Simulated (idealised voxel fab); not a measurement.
process module | voxel tone inversion
cross-section cut | 300 nm wide | cells 5 nm
A cross-section is a grid of square cells, given in bands from the top down. A band is one or more rows of cells.
Each band's line starts with the height of the band's top and of its bottom, in nm. Then come its materials from left to right, each with its width in nm. One material with "throughout" fills the band from edge to edge. "air" is empty space.
Height 0 is the level under which the wafer as received is all one material. The lowest band goes on downwards, as in "0 down".
A width such as "30 to 40" changes by the same amount from each row of cells to the next, from the band's top row to its bottom row.
"no change" after a step means that no cell of the cross-section changed.
closed voids: empty space of 8 cells or more with no open way to the top, each as width x height at its distance from the left edge, in nm
after a step's settings: what the simulator itself notes on the step
overlay nm, on a step with a mask: how far to the right of its planned place the mask lay; to the left if negative
plan
1 op RECEIVE | material Si
2 op CONFORMAL_DEP | material SiCN | thk nm 10
3 op DIRECTIONAL_DEP | material polySi | thk nm 20
4 op PATTERN | tone cover | mask id POSTS | material resist | width nm 25 | pitch nm 55 | thk nm 30 | overlay nm 0
5 op DIRECTIONAL_ETCH | etch materials polySi | depth nm 20
6 op STRIP | etch materials resist
7 op FILL_DEP | material SiO2 | thk nm 10
8 op CMP | height nm 30
9 op STRIP | etch materials polySi
10 op CONFORMAL_DEP | material TiN | thk nm 5
11 op FILL_DEP | material Cu | thk nm 10
12 op CMP | height nm 30
13 op CONFORMAL_DEP | material SiN | thk nm 5
as received, after step 1
  0 down: Si throughout
  closed voids: none
a wafer at the end: this start, this plan, one mistake
  35 to 30: SiN throughout
  30 to 15: SiO2 55 | SiN 5 | Cu 15 | SiN 5 | SiO2 30 | SiN 5 | Cu 15 | SiN 5 | SiO2 30 | SiN 5 | Cu 15 | SiN 5 | SiO2 30 | SiN 5 | Cu 15 | SiN 5 | SiO2 55
  15 to 10: SiO2 55 | SiN 25 | SiO2 30 | SiN 25 | SiO2 30 | SiN 25 | SiO2 30 | SiN 25 | SiO2 55
  10 to 0: SiCN throughout
  0 down: Si throughout
  closed voids: none
what went wrong: step 10 ran as: op CONFORMAL_DEP | material SiN | thk nm 5
